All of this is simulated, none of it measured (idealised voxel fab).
process module | voxel tone inversion
cross-section cut | 260 nm wide | cells 5 nm
A cross-section is a grid of square cells, given in bands from the top down. A band is one or more rows of cells.
Each band's line starts with the height of the band's top and of its bottom, in nm. Then come its materials from left to right, each with its width in nm. One material with "throughout" fills the band from edge to edge. "air" is empty space.
Height 0 is the level under which the wafer as received is all one material. The lowest band goes on downwards, as in "0 down".
A width such as "30 to 40" changes by the same amount from each row of cells to the next, from the band's top row to its bottom row.
"no change" after a step means that no cell of the cross-section changed.
closed voids: empty space of 8 cells or more with no open way to the top, each as width x height at its distance from the left edge, in nm
after a step's settings: what the simulator itself notes on the step
overlay nm, on a step with a mask: how far to the right of its planned place the mask lay; to the left if negative
plan
1 op RECEIVE | material Si
2 op CONFORMAL_DEP | material SiCN | thk nm 10
3 op DIRECTIONAL_DEP | material aC | thk nm 20
4 op PATTERN | tone cover | mask id POSTS | material resist | width nm 15 | pitch nm 45 | thk nm 30 | overlay nm 0
5 op DIRECTIONAL_ETCH | etch materials aC | depth nm 20
6 op STRIP | etch materials resist
7 op FILL_DEP | material lowk | thk nm 10
8 op CMP | height nm 30
9 op STRIP | etch materials aC
10 op CONFORMAL_DEP | material TiN | thk nm 5
11 op FILL_DEP | material Cu | thk nm 5
12 op CMP | height nm 30
13 op CONFORMAL_DEP | material SiN | thk nm 5
varied across the wafers: width nm of step 4. The plan shows the first wafer's value. All wafers start alike
first wafer as received, after step 1
  0 down: Si throughout
  closed voids: none
first wafer at the end, after step 13
  35 to 30: SiN throughout
  30 to 15: lowk 80 | TiN 5 | Cu 5 | TiN 5 | lowk 30 | TiN 5 | Cu 5 | TiN 5 | lowk 30 | TiN 5 | Cu 5 | TiN 5 | lowk 75
  15 to 10: lowk 80 | TiN 15 | lowk 30 | TiN 15 | lowk 30 | TiN 15 | lowk 75
  10 to 0: SiCN throughout
  0 down: Si throughout
  closed voids: none
last wafer at the end
  35 to 30: SiN throughout
  30 to 15: lowk 70 | TiN 5 | Cu 20 | TiN 5 | lowk 15 | TiN 5 | Cu 20 | TiN 5 | lowk 15 | TiN 5 | Cu 20 | TiN 5 | lowk 70
  15 to 10: lowk 70 | TiN 30 | lowk 15 | TiN 30 | lowk 15 | TiN 30 | lowk 70
  10 to 0: SiCN throughout
  0 down: Si throughout
  closed voids: none
each wafer at the end: cells of each material gained (+) or lost (-) since it was received, then its closed voids
width nm 15 | +9 Cu | +104 SiCN | +52 SiN | +27 TiN | +172 lowk | closed voids: none
width nm 20 | +18 Cu | +104 SiCN | +52 SiN | +30 TiN | +160 lowk | closed voids: none
width nm 25 | +27 Cu | +104 SiCN | +52 SiN | +33 TiN | +148 lowk | closed voids: none
width nm 30 | +36 Cu | +104 SiCN | +52 SiN | +36 TiN | +136 lowk | closed voids: none
